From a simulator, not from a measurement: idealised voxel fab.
The document below concerns the process module designated voxel ribs on slabs.
In the cross-section labelled cut, the width is 295 nm and each square cell is 5 nm.
Cross-section layout: square cells on a grid; listed as bands, top to bottom; a band spans one or more cell rows. This entry defines a band. It first specifies the height of the band's top and the height of its bottom in nm, and then specifies the band's materials from left to right, stating each material with its width in nm. The word "everywhere" identifies a single material that fills the band from edge to edge, while the word "air" identifies empty space. For the purposes of this specification, 0 denotes the height below which the wafer in its as-received condition is composed wholly of one material, and the lowermost band, lacking a lower limit, extends downward without end, as expressed in "0..down". Width: "30->40" (first number = top row, second number = bottom row, same change from row to row of cells). Given "no alteration" for a step, no cell of the cross-section differs between before and after that step. The list in "Closed internal cavities" covers empty spaces of 8 cells or more that cannot reach the top through any open way, and it gives each as width x height at distance; the distance is from the left edge, and width, height and distance are in nm. Post-settings text on a step line: simulator's own remark regarding the step. Steps that use a mask can have "overlay nm" on their line. It says how far the mask sat to the right of where it was meant to be. Negative means to the left.

**This section lists the process steps that were planned**
1,RECEIVE (material Si)
2,DIRECTIONAL_DEP (material SiO2; thk nm 20)
3,DIRECTIONAL_DEP (material SiN; thk nm 15)
4,PATTERN (tone cover; mask id RIB; material resist; width nm 25; thk nm 15; overlay nm 0)
5,DIRECTIONAL_ETCH (etch materials SiN; depth nm 10)
6,STRIP (etch materials resist)
7,PATTERN (tone cover; mask id SLAB; material resist; width nm 65; thk nm 15; overlay nm 0)
8,DIRECTIONAL_ETCH (etch materials SiN; depth nm 5)
9,STRIP (etch materials resist)
10,FILL_DEP (material SiO2; thk nm 15)
11,CMP (height nm 45)
12,DIRECTIONAL_DEP (material TiN; thk nm 10)
13,MASKED_ETCH (tone cover; mask id HEATER; width nm 35; etch materials TiN; depth nm 10; overlay nm 0)
14,CONFORMAL_DEP (material SiN; thk nm 10)

**as received, after step 1**
	0..down: Si everywhere
	Closed internal cavities: none

**The first of two wafers, cross-sectioned at the end of the module, with the run proceeding as planned**
	65..55: 120 of air, then 55 of SiN, then 120 of air
	55..45: 130 of SiN, then 35 of TiN, then 130 of SiN
	45..35: SiO2 everywhere
	35..25: 135 of SiO2, then 25 of SiN, then 135 of SiO2
	25..20: 115 of SiO2, then 65 of SiN, then 115 of SiO2
	20..0: SiO2 everywhere
	0..down: Si everywhere
	Closed internal cavities: none

**second wafer at the end: like start, like plan, one mistake**
	65..55: 120 of air, then 55 of SiN, then 120 of air
	55..45: 130 of SiN, then 35 of TiN, then 130 of SiN
	45..35: SiO2 everywhere
	35..25: 135->115 of SiO2, then 25->65 of SiN, then 135->115 of SiO2
	25..20: SiN everywhere
	20..0: SiO2 everywhere
	0..down: Si everywhere
	Closed internal cavities: none
Run error: step 5 ran with different settings than intended, the actual operation and settings being DIRECTIONAL_ETCH (etch materials SiN; depth nm 5)
Counted in cells at the end, the second wafer holds more or fewer of these materials than the first: SiN: 54 more, SiO2: 54 fewer
